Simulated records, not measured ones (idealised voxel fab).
Module name: voxel transistor to metal (process module)
The width of the displayed cross-section, cut, is 140 nm; its cells are square, with a size of 5 nm.
Reading order for cross-sections: top band down to bottom band. Underlying form: a grid of square cells. Band size: one or more rows of cells. Quick guide to a band line: top height, bottom height (nm) up front; then every material left to right with its width in nm. Only one material and it's marked "throughout"? Then it fills the band edge to edge. And "empty" just means empty space. Note: height 0 marks the level under which the wafer is uniformly one material as received. Lowest band unbounded below, written "0 -> down". So if you see something like "30 to 40" for the width, read it as the top row of the band sitting at the first number and the bottom row at the second, with every row in between moving by the same amount as the last. "nothing got changed" -> step changed no cross-section cell. "Cavities, sealed": sealed empty spaces, 8 cells or more, no open way to top, listed width x height at distance, with distance from the left edge and width, height and distance in nm. Read whatever lies past the settings on a step's line as the simulator's own remark about the step. If you see "overlay nm" on a step's line and that step has a mask, it's telling you how far right of where it was planned the mask ended up; a negative number means it went left instead.

PLANNED STEP LIST FOR THE PROCESS
step 1: RECEIVE (material Si)
step 2: CONFORMAL_DEP (material SiO2; thk nm 5)
step 3: CONFORMAL_DEP (material SiN; thk nm 15)
step 4: PATTERN (tone cover; mask id ACTIVE; material resist; width nm 105; thk nm 20; overlay nm 0)
step 5: DIRECTIONAL_ETCH (etch materials SiN; depth nm 15)
step 6: DIRECTIONAL_ETCH (etch materials SiO2; depth nm 5)
step 7: DIRECTIONAL_ETCH (etch materials Si; depth nm 30)
step 8: STRIP (etch materials resist)
step 9: FILL_DEP (material SiO2; thk nm 5)
step 10: CMP (height nm 20)
step 11: SELECTIVE_ETCH (etch materials SiO2; depth nm 5)
step 12: STRIP (etch materials SiN)
step 13: SELECTIVE_ETCH (etch materials SiO2; depth nm 5)
step 14: OXIDIZE (depth nm 5)
step 15: DIRECTIONAL_DEP (material polySi; thk nm 25)
step 16: DIRECTIONAL_DEP (material SiCN; thk nm 10)
step 17: DIRECTIONAL_DEP (material aC; thk nm 15)
step 18: PATTERN (tone cover; mask id GATE; material resist; width nm 15; thk nm 30; overlay nm 0)
step 19: DIRECTIONAL_ETCH (etch materials aC; depth nm 15)
step 20: STRIP (etch materials resist)
step 21: DIRECTIONAL_ETCH (etch materials SiCN; depth nm 20)
step 22: DIRECTIONAL_ETCH (etch materials polySi; depth nm 35)
step 23: STRIP (etch materials aC)
step 24: CONFORMAL_DEP (material SiN; thk nm 10)
step 25: DIRECTIONAL_ETCH (etch materials SiN; depth nm 10)
step 26: DIRECTIONAL_ETCH (etch materials SiO2; depth nm 5)
step 27: EPI (material pSi; thk nm 5)
step 28: FILL_DEP (material SiO2; thk nm 5)
step 29: CMP (height nm 35)
step 30: DIRECTIONAL_DEP (material SiO2; thk nm 10)
step 31: DIRECTIONAL_DEP (material aC; thk nm 15)
step 32: PATTERN (tone open; mask id CONTACT; material resist; width nm 20; pitch nm 65; thk nm 30; overlay nm 0)
step 33: DIRECTIONAL_ETCH (etch materials aC; depth nm 15)
step 34: STRIP (etch materials resist)
step 35: DIRECTIONAL_ETCH (etch materials SiO2; depth nm 45)
step 36: STRIP (etch materials aC)
step 37: CONFORMAL_DEP (material TiN; thk nm 5)
step 38: FILL_DEP (material W; thk nm 5)
step 39: CMP (height nm 45)
step 40: DIRECTIONAL_DEP (material TiN; thk nm 5)
step 41: DIRECTIONAL_DEP (material W; thk nm 20)
step 42: MASKED_ETCH (tone cover; mask id METAL_1; width nm 20; pitch nm 65; etch materials W; depth nm 20; overlay nm 0)
step 43: MASKED_ETCH (tone cover; mask id METAL_1; width nm 20; pitch nm 65; etch materials TiN; depth nm 5; overlay nm -10)
step 44: CONFORMAL_DEP (material SiCN; thk nm 5)
step 45: FILL_DEP (material SiO2; thk nm 10)
step 46: CMP (height nm 70)
step 47: CONFORMAL_DEP (material SiCN; thk nm 5)
Quick note for whoever runs this: the wafers start identical, but the overlay nm at step 43 isn't the same across them. The plan just shows what the first wafer had.

HERE'S THE FIRST OF THE WAFERS IN CROSS-SECTION, JUST AS WE GOT IT, I.E. AFTER STEP 1
* 0 -> down: Si throughout
* Cavities, sealed: none

HERE'S THE FIRST OF SEVERAL WAFERS IN CROSS-SECTION, END OF THE MODULE, AFTER THE LAST STEP, STEP 47
* 75 -> 70: SiCN throughout
* 70 -> 55: SiO2: 20; SiCN: 5; W: 20; SiCN: 5; SiO2: 35; SiCN: 5; W: 20; SiCN: 5; SiO2: 25
* 55 -> 50: SiO2: 10; SiCN: 15; W: 20; SiCN: 5; SiO2: 25; SiCN: 15; W: 20; SiCN: 5; SiO2: 25
* 50 -> 45: SiCN: 15; TiN: 30; SiCN: 35; TiN: 30; SiCN: 30
* 45 -> 35: SiO2: 25; TiN: 5; W: 10; TiN: 5; SiO2: 45; TiN: 5; W: 10; TiN: 5; SiO2: 30
* 35 -> 25: SiO2: 25; TiN: 5; W: 10; TiN: 5; SiO2: 5; SiN: 10; SiCN: 15; SiN: 10; SiO2: 5; TiN: 5; W: 10; TiN: 5; SiO2: 30
* 25 -> 10: SiO2: 25; TiN: 5; W: 10; TiN: 5; SiO2: 5; SiN: 10; polySi: 15; SiN: 10; SiO2: 5; TiN: 5; W: 10; TiN: 5; SiO2: 30
* 10 -> 5: SiO2: 10; SiN: 10; SiO2: 5; TiN: 5; W: 10; TiN: 5; SiO2: 5; SiN: 10; polySi: 15; SiN: 10; SiO2: 5; TiN: 5; W: 10; TiN: 5; SiO2: 5; SiN: 10; SiO2: 15
* 5 -> 0: SiO2: 10; SiN: 10; SiO2: 5; TiN: 20; SiO2: 5; SiN: 10; polySi: 15; SiN: 10; SiO2: 5; TiN: 20; SiO2: 5; SiN: 10; SiO2: 15
* 0 -> -5: SiO2: 20; pSi: 30; SiO2: 35; pSi: 30; SiO2: 25
* -5 -> -30: SiO2: 15; Si: 105; SiO2: 20
* -30 -> down: Si throughout
* Cavities, sealed: none

CROSS-SECTION, LAST WAFER, MODULE COMPLETION
* 75 -> 70: SiCN throughout
* 70 -> 55: SiO2: 20; SiCN: 5; W: 20; SiCN: 5; SiO2: 35; SiCN: 5; W: 20; SiCN: 5; SiO2: 25
* 55 -> 50: SiO2: 20; SiCN: 5; W: 20; SiCN: 20; SiO2: 20; SiCN: 5; W: 20; SiCN: 20; SiO2: 10
* 50 -> 45: SiCN: 25; TiN: 35; SiCN: 30; TiN: 35; SiCN: 15
* 45 -> 35: SiO2: 25; TiN: 5; W: 10; TiN: 5; SiO2: 45; TiN: 5; W: 10; TiN: 5; SiO2: 30
* 35 -> 25: SiO2: 25; TiN: 5; W: 10; TiN: 5; SiO2: 5; SiN: 10; SiCN: 15; SiN: 10; SiO2: 5; TiN: 5; W: 10; TiN: 5; SiO2: 30
* 25 -> 10: SiO2: 25; TiN: 5; W: 10; TiN: 5; SiO2: 5; SiN: 10; polySi: 15; SiN: 10; SiO2: 5; TiN: 5; W: 10; TiN: 5; SiO2: 30
* 10 -> 5: SiO2: 10; SiN: 10; SiO2: 5; TiN: 5; W: 10; TiN: 5; SiO2: 5; SiN: 10; polySi: 15; SiN: 10; SiO2: 5; TiN: 5; W: 10; TiN: 5; SiO2: 5; SiN: 10; SiO2: 15
* 5 -> 0: SiO2: 10; SiN: 10; SiO2: 5; TiN: 20; SiO2: 5; SiN: 10; polySi: 15; SiN: 10; SiO2: 5; TiN: 20; SiO2: 5; SiN: 10; SiO2: 15
* 0 -> -5: SiO2: 20; pSi: 30; SiO2: 35; pSi: 30; SiO2: 25
* -5 -> -30: SiO2: 15; Si: 105; SiO2: 20
* -30 -> down: Si throughout
* Cavities, sealed: none

WHAT FOLLOWS IS A TABLE IN WHICH EACH WAFER OCCUPIES A ROW; FOR THE WAFER AS IT STANDS AT THE CLOSE OF THE MODULE, THE ROW STATES, MATERIAL BY MATERIAL, HOW MANY CELLS HAVE BEEN GAINED (+) OR LOST (-) SINCE RECEIPT, AND THEN GIVES ITS CLOSED VOIDS
overlay nm -10 | -63 Si | +70 SiCN | +36 SiN | +234 SiO2 | +52 TiN | +64 W | +12 pSi | +15 polySi | Cavities, sealed: none
overlay nm -5 | -63 Si | +70 SiCN | +36 SiN | +236 SiO2 | +50 TiN | +64 W | +12 pSi | +15 polySi | Cavities, sealed: none
overlay nm 0 | -63 Si | +70 SiCN | +36 SiN | +238 SiO2 | +48 TiN | +64 W | +12 pSi | +15 polySi | Cavities, sealed: none
overlay nm 5 | -63 Si | +70 SiCN | +36 SiN | +236 SiO2 | +50 TiN | +64 W | +12 pSi | +15 polySi | Cavities, sealed: none
overlay nm 10 | -63 Si | +70 SiCN | +36 SiN | +234 SiO2 | +52 TiN | +64 W | +12 pSi | +15 polySi | Cavities, sealed: none
overlay nm 15 | -63 Si | +70 SiCN | +36 SiN | +232 SiO2 | +54 TiN | +64 W | +12 pSi | +15 polySi | Cavities, sealed: none
